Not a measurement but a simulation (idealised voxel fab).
process module | voxel ribs on slabs
cross-section cut | 265 nm wide | cells 5 nm
A cross-section is a grid of square cells, given in bands from the top down. A band is one or more rows of cells.
Each band's line starts with the height of the band's top and of its bottom, in nm. Then come its materials from left to right, each with its width in nm. One material with "throughout" fills the band from edge to edge. "air" is empty space.
Height 0 is the level under which the wafer as received is all one material. The lowest band goes on downwards, as in "0 down".
A width such as "30 to 40" changes by the same amount from each row of cells to the next, from the band's top row to its bottom row.
"no change" after a step means that no cell of the cross-section changed.
closed voids: empty space of 8 cells or more with no open way to the top, each as width x height at its distance from the left edge, in nm
after a step's settings: what the simulator itself notes on the step
overlay nm, on a step with a mask: how far to the right of its planned place the mask lay; to the left if negative
plan
1 op RECEIVE | material Si
2 op DIRECTIONAL_DEP | material SiO2 | thk nm 30
3 op DIRECTIONAL_DEP | material SiN | thk nm 25
4 op PATTERN | tone cover | mask id RIB | material resist | width nm 20 | thk nm 15 | overlay nm 0
5 op DIRECTIONAL_ETCH | etch materials SiN | depth nm 15
6 op STRIP | etch materials resist
7 op PATTERN | tone cover | mask id SLAB | material resist | width nm 70 | thk nm 20 | overlay nm 0
8 op DIRECTIONAL_ETCH | etch materials SiN | depth nm 10
9 op STRIP | etch materials resist
10 op FILL_DEP | material SiO2 | thk nm 15
11 op CMP | height nm 65
12 op DIRECTIONAL_DEP | material W | thk nm 5
13 op PATTERN | tone cover | mask id HEATER | material resist | width nm 30 | thk nm 15 | overlay nm 0
14 op DIRECTIONAL_ETCH | etch materials W | depth nm 5
15 op STRIP | etch materials resist
16 op CONFORMAL_DEP | material SiO2 | thk nm 10
as received, after step 1
  0 down: Si throughout
  closed voids: none
first wafer at the end, as planned
  80 to 75: air 105 | SiO2 50 | air 110
  75 to 70: SiO2 throughout
  70 to 65: SiO2 115 | W 30 | SiO2 120
  65 to 55: SiO2 throughout
  55 to 40: SiO2 120 | SiN 20 | SiO2 125
  40 to 30: SiO2 95 | SiN 70 | SiO2 100
  30 to 0: SiO2 throughout
  0 down: Si throughout
  closed voids: none
second wafer at the end: like start, like plan, one mistake
  80 to 75: air 105 | SiO2 50 | air 110
  75 to 70: SiO2 throughout
  70 to 65: SiO2 115 | W 30 | SiO2 120
  65 to 25: SiO2 throughout
  25 to 0: SiN throughout
  0 down: Si throughout
  closed voids: none
what went wrong: steps 2 and 3 were swapped
at the end the second wafer has, in cells: 225 more of SiN | 225 fewer of SiO2
